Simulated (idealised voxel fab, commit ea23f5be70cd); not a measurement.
process module | voxel double patterning
cross-section cut | 255 nm wide | cells 5 nm
A cross-section is a grid of square cells, given in bands from the top down. A band is one or more rows of cells.
Each band's line starts with the height of the band's top and of its bottom, in nm. Then come its materials from left to right, each with its width in nm. One material with "throughout" fills the band from edge to edge. "air" is empty space.
Height 0 is the level under which the wafer as received is all one material. The lowest band goes on downwards, as in "0 down".
A width such as "30 to 40" changes by the same amount from each row of cells to the next, from the band's top row to its bottom row.
"no change" after a step means that no cell of the cross-section changed.
closed voids: empty space of 8 cells or more with no open way to the top, each as width x height at its distance from the left edge, in nm
after a step's settings: what the simulator itself notes on the step
overlay nm, on a step with a mask: how far to the right of its planned place the mask lay; to the left if negative
plan
1 op RECEIVE | material Si
2 op CONFORMAL_DEP | material SiO2 | thk nm 5
3 op DIRECTIONAL_DEP | material polySi | thk nm 10
4 op DIRECTIONAL_DEP | material SiN | thk nm 5
5 op PATTERN | tone open | mask id FIRST | material resist | width nm 15 | pitch nm 50 | thk nm 20 | overlay nm 0
6 op DIRECTIONAL_ETCH | etch materials SiN | depth nm 5
7 op STRIP | etch materials resist
8 op DIRECTIONAL_DEP | material aC | thk nm 10
9 op PATTERN | tone open | mask id SECOND | material resist | width nm 15 | pitch nm 50 | thk nm 30 | overlay nm 0
10 op DIRECTIONAL_ETCH | etch materials aC | depth nm 10
11 op STRIP | etch materials resist
12 op DIRECTIONAL_ETCH | etch materials SiN | depth nm 5
13 op STRIP | etch materials aC
14 op DIRECTIONAL_ETCH | etch materials polySi | depth nm 10
15 op STRIP | etch materials SiN
as received, after step 1
  0 down: Si throughout
  closed voids: none
first wafer at the end, as planned
  15 to 5: polySi 70 | air 15 | polySi 10 | air 15 | polySi 10 | air 15 | polySi 10 | air 15 | polySi 10 | air 15 | polySi 70
  5 to 0: SiO2 throughout
  0 down: Si throughout
  closed voids: none
second wafer at the end: like start, like plan, one mistake
  15 to 5: air 95 | polySi 15 | air 35 | polySi 15 | air 95
  5 to 0: SiO2 throughout
  0 down: Si throughout
  closed voids: none
what went wrong: step 9 ran as: op PATTERN | tone cover | mask id SECOND | material resist | width nm 15 | pitch nm 50 | thk nm 30 | overlay nm 0
at the end the second wafer has, in cells: 60 fewer of polySi
